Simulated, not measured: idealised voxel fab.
process module | voxel quadruple lines
cross-section cut | 240 nm wide | cells 5 nm
A cross-section is a grid of square cells, given in bands from the top down. A band is one or more rows of cells.
Each band's line starts with the height of the band's top and of its bottom, in nm. Then come its materials from left to right, each with its width in nm. One material with "throughout" fills the band from edge to edge. "air" is empty space.
Height 0 is the level under which the wafer as received is all one material. The lowest band goes on downwards, as in "0 down".
A width such as "30 to 40" changes by the same amount from each row of cells to the next, from the band's top row to its bottom row.
"no change" after a step means that no cell of the cross-section changed.
closed voids: empty space of 8 cells or more with no open way to the top, each as width x height at its distance from the left edge, in nm
after a step's settings: what the simulator itself notes on the step
overlay nm, on a step with a mask: how far to the right of its planned place the mask lay; to the left if negative
plan
1 op RECEIVE | material Si
2 op CONFORMAL_DEP | material SiO2 | thk nm 10
3 op DIRECTIONAL_DEP | material TiN | thk nm 15
4 op DIRECTIONAL_DEP | material polySi | thk nm 20
5 op DIRECTIONAL_DEP | material aC | thk nm 20
6 op PATTERN | tone cover | mask id MANDREL | material resist | width nm 30 | thk nm 30 | overlay nm 0
7 op DIRECTIONAL_ETCH | etch materials aC | depth nm 20
8 op STRIP | etch materials resist
9 op CONFORMAL_DEP | material SiO2 | thk nm 10
10 op DIRECTIONAL_ETCH | etch materials SiO2 | depth nm 10
11 op STRIP | etch materials aC
12 op DIRECTIONAL_ETCH | etch materials polySi | depth nm 20
13 op STRIP | etch materials SiO2
14 op CONFORMAL_DEP | material SiCN | thk nm 10
15 op DIRECTIONAL_ETCH | etch materials SiCN | depth nm 10
16 op STRIP | etch materials polySi
17 op DIRECTIONAL_ETCH | etch materials TiN | depth nm 15
18 op STRIP | etch materials SiCN
as received, after step 1
  0 down: Si throughout
  closed voids: none
first wafer at the end, as planned
  25 to 10: air 85 | TiN 10 | air 10 | TiN 10 | air 10 | TiN 10 | air 10 | TiN 10 | air 85
  10 to 0: SiO2 throughout
  0 down: Si throughout
  closed voids: none
second wafer at the end: like start, like plan, one mistake
  45 to 25: aC throughout
  25 to 10: TiN throughout
  10 to 0: SiO2 throughout
  0 down: Si throughout
  closed voids: none
what went wrong: steps 4 and 5 were swapped
at the end the second wafer has, in cells: 120 more of TiN | 192 more of aC
